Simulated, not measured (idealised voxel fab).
process module | voxel quadruple lines
Displayed cross-section: cut, width of 175 nm, square cells sized 5 nm.
We lay out every cross-section as a grid of square cells and spell it out in bands from the top down, where one band means one or more rows of cells.
Look at the band entry: it leads with the top's height and the bottom's height in nm. Then it lists the materials left to right, with a width in nm for each. The word "all across" on a single material says that material fills the band edge to edge. The word "empty" is empty space.
Heights are expressed relative to 0, this being the level below which the as-received wafer comprises one material exclusively. The lowest band is unbounded in the downward direction and is denoted as in "z 0 and below".
Per-row width for "30..40": begins at first number (top row of band), ends at second number (bottom row), increment between rows held constant.
What does "all unchanged" mean for a step? It means no cell of the cross-section changed in that step.
Heads up: "Closed void list" only lists the empty pockets with no open path to the top that are 8 cells or more, and it writes them as width x height at distance, distance from the left edge, in nm.
It should be noted that, on the line of a given step, the content following the step's settings is a remark produced by the simulator itself with respect to that step.
Among the settings permitted on a step's line is "overlay nm"; applied to a step with a mask, it specifies the extent to which the mask lay to the right of its planned position, whereas a negative figure signifies a position to the left.
**These are the steps we planned for the process**
1. op RECEIVE | material Si
2. op CONFORMAL_DEP | material SiO2 | thk nm 5
3. op DIRECTIONAL_DEP | material TiN | thk nm 15
4. op DIRECTIONAL_DEP | material polySi | thk nm 15
5. op DIRECTIONAL_DEP | material aC | thk nm 20
6. op PATTERN | tone cover | mask id MANDREL | material resist | width nm 35 | thk nm 30 | overlay nm 0
7. op DIRECTIONAL_ETCH | etch materials aC | depth nm 20
8. op STRIP | etch materials resist
9. op CONFORMAL_DEP | material SiO2 | thk nm 15
10. op DIRECTIONAL_ETCH | etch materials SiO2 | depth nm 15
11. op STRIP | etch materials aC
12. op DIRECTIONAL_ETCH | etch materials polySi | depth nm 15
13. op STRIP | etch materials SiO2
14. op CONFORMAL_DEP | material SiCN | thk nm 10
15. op DIRECTIONAL_ETCH | etch materials SiCN | depth nm 10
16. op STRIP | etch materials polySi
17. op DIRECTIONAL_ETCH | etch materials TiN | depth nm 15
18. op STRIP | etch materials SiCN
19. op FILL_DEP | material SiO2 | thk nm 5
20. op CMP | height nm 20
**First wafer of two (run as planned)**
**So this is the incoming wafer in cross-section - it's already been through step 1**
> z 0 and below  Si all across
> Closed void list: none
**Once step 2 is through, the wafer looks like this in cross-section**
> z 5 to 0  SiO2 all across
> below 0: unchanged
**Once step 3 is through, the wafer looks like this in cross-section**
> z 20 to 5  TiN all across
> below 5: unchanged
**Once step 4 is through, the wafer looks like this in cross-section**
> z 35 to 20  polySi all across
> below 20: unchanged
**Once step 5 is through, the wafer looks like this in cross-section**
> z 55 to 35  aC all across
> below 35: unchanged
**Once step 6 is through, the wafer looks like this in cross-section**
> z 85 to 55  empty: 70, resist: 35, empty: 70
> below 55: unchanged
**Once step 7 is through, the wafer looks like this in cross-section**
> z 65 to 55  empty: 70, resist: 35, empty: 70
> z 55 to 35  empty: 70, aC: 35, empty: 70
> below 35: unchanged
**Once step 8 is through, the wafer looks like this in cross-section**
> z 55 to 35  empty: 70, aC: 35, empty: 70
> below 35: unchanged
**Once step 9 is through, the wafer looks like this in cross-section**
> z 70 to 55  empty: 55, SiO2: 65, empty: 55
> z 55 to 50  empty: 55, SiO2: 15, aC: 35, SiO2: 15, empty: 55
> z 50 to 35  SiO2: 70, aC: 35, SiO2: 70
> below 35: unchanged
**Once step 10 is through, the wafer looks like this in cross-section**
> z 55 to 35  empty: 55, SiO2: 15, aC: 35, SiO2: 15, empty: 55
> below 35: unchanged
**Once step 11 is through, the wafer looks like this in cross-section**
> z 55 to 35  empty: 55, SiO2: 15, empty: 35, SiO2: 15, empty: 55
> below 35: unchanged
**Once step 12 is through, the wafer looks like this in cross-section**
> z 55 to 35  empty: 55, SiO2: 15, empty: 35, SiO2: 15, empty: 55
> z 35 to 20  empty: 55, polySi: 15, empty: 35, polySi: 15, empty: 55
> below 20: unchanged
**Once step 13 is through, the wafer looks like this in cross-section**
> z 35 to 20  empty: 55, polySi: 15, empty: 35, polySi: 15, empty: 55
> below 20: unchanged
**Once step 14 is through, the wafer looks like this in cross-section**
> z 45 to 35  empty: 45, SiCN: 35, empty: 15, SiCN: 35, empty: 45
> z 35 to 30  empty: 45, SiCN: 10, polySi: 15, SiCN: 10, empty: 15, SiCN: 10, polySi: 15, SiCN: 10, empty: 45
> z 30 to 20  SiCN: 55, polySi: 15, SiCN: 35, polySi: 15, SiCN: 55
> below 20: unchanged
**Once step 15 is through, the wafer looks like this in cross-section**
> z 35 to 20  empty: 45, SiCN: 10, polySi: 15, SiCN: 10, empty: 15, SiCN: 10, polySi: 15, SiCN: 10, empty: 45
> below 20: unchanged
**Once step 16 is through, the wafer looks like this in cross-section**
> z 35 to 20  empty: 45, SiCN: 10, empty: 15, SiCN: 10, empty: 15, SiCN: 10, empty: 15, SiCN: 10, empty: 45
> below 20: unchanged
**Once step 17 is through, the wafer looks like this in cross-section**
> z 35 to 20  empty: 45, SiCN: 10, empty: 15, SiCN: 10, empty: 15, SiCN: 10, empty: 15, SiCN: 10, empty: 45
> z 20 to 5  empty: 45, TiN: 10, empty: 15, TiN: 10, empty: 15, TiN: 10, empty: 15, TiN: 10, empty: 45
> below 5: unchanged
**Once step 18 is through, the wafer looks like this in cross-section**
> z 20 to 5  empty: 45, TiN: 10, empty: 15, TiN: 10, empty: 15, TiN: 10, empty: 15, TiN: 10, empty: 45
> below 5: unchanged
**Once step 19 is through, the wafer looks like this in cross-section**
> z 25 to 20  SiO2 all across
> z 20 to 5  SiO2: 45, TiN: 10, SiO2: 15, TiN: 10, SiO2: 15, TiN: 10, SiO2: 15, TiN: 10, SiO2: 45
> below 5: unchanged
**Once step 20 is through, the wafer looks like this in cross-section**
> z 20 to 5  SiO2: 45, TiN: 10, SiO2: 15, TiN: 10, SiO2: 15, TiN: 10, SiO2: 15, TiN: 10, SiO2: 45
> below 5: unchanged
**The remaining wafer, second of the two, started like the first and was run to the same plan, except that one mistake was made along the way; the two coincide through step 2, inclusive**
**Look at the second wafer in cross-section at the time step 3 ought to have finished**
> z 20 to 5  polySi all across
> below 5: unchanged
**Look at the second wafer in cross-section at the time step 4 ought to have finished**
> z 35 to 20  TiN all across
> below 20: unchanged
**Look at the second wafer in cross-section at the time step 5 ought to have finished**
> z 55 to 35  aC all across
> below 35: unchanged
**Look at the second wafer in cross-section at the time step 6 ought to have finished**
> z 85 to 55  empty: 70, resist: 35, empty: 70
> below 55: unchanged
**Look at the second wafer in cross-section at the time step 7 ought to have finished**
> z 65 to 55  empty: 70, resist: 35, empty: 70
> z 55 to 35  empty: 70, aC: 35, empty: 70
> below 35: unchanged
**Look at the second wafer in cross-section at the time step 8 ought to have finished**
> z 55 to 35  empty: 70, aC: 35, empty: 70
> below 35: unchanged
**Look at the second wafer in cross-section at the time step 9 ought to have finished**
> z 70 to 55  empty: 55, SiO2: 65, empty: 55
> z 55 to 50  empty: 55, SiO2: 15, aC: 35, SiO2: 15, empty: 55
> z 50 to 35  SiO2: 70, aC: 35, SiO2: 70
> below 35: unchanged
**Look at the second wafer in cross-section at the time step 10 ought to have finished**
> z 55 to 35  empty: 55, SiO2: 15, aC: 35, SiO2: 15, empty: 55
> below 35: unchanged
**Look at the second wafer in cross-section at the time step 11 ought to have finished**
> z 55 to 35  empty: 55, SiO2: 15, empty: 35, SiO2: 15, empty: 55
> below 35: unchanged
Look at the second wafer in cross-section at the time step 12 ought to have finished: all unchanged
**Look at the second wafer in cross-section at the time step 13 ought to have finished**
> z 35 to 20  TiN all across
> below 20: unchanged
**Look at the second wafer in cross-section at the time step 14 ought to have finished**
> z 45 to 35  SiCN all across
> below 35: unchanged
**Look at the second wafer in cross-section at the time step 15 ought to have finished**
> z 35 to 20  TiN all across
> below 20: unchanged
Look at the second wafer in cross-section at the time step 16 ought to have finished: all unchanged
**Look at the second wafer in cross-section at the time step 17 ought to have finished**
> z 20 to 5  polySi all across
> below 5: unchanged
Look at the second wafer in cross-section at the time step 18 ought to have finished: all unchanged
**Look at the second wafer in cross-section at the time step 19 ought to have finished**
> z 25 to 20  SiO2 all across
> below 20: unchanged
**Look at the second wafer in cross-section at the time step 20 ought to have finished**
> z 20 to 5  polySi all across
> below 5: unchanged
So what did we get wrong on this run? contrary to the plan, steps 3 and 4 were processed in exchanged order
Final difference in cells, second wafer against first, listed per material as more or fewer: 81 fewer of SiO2; 24 fewer of TiN; 105 more of polySi
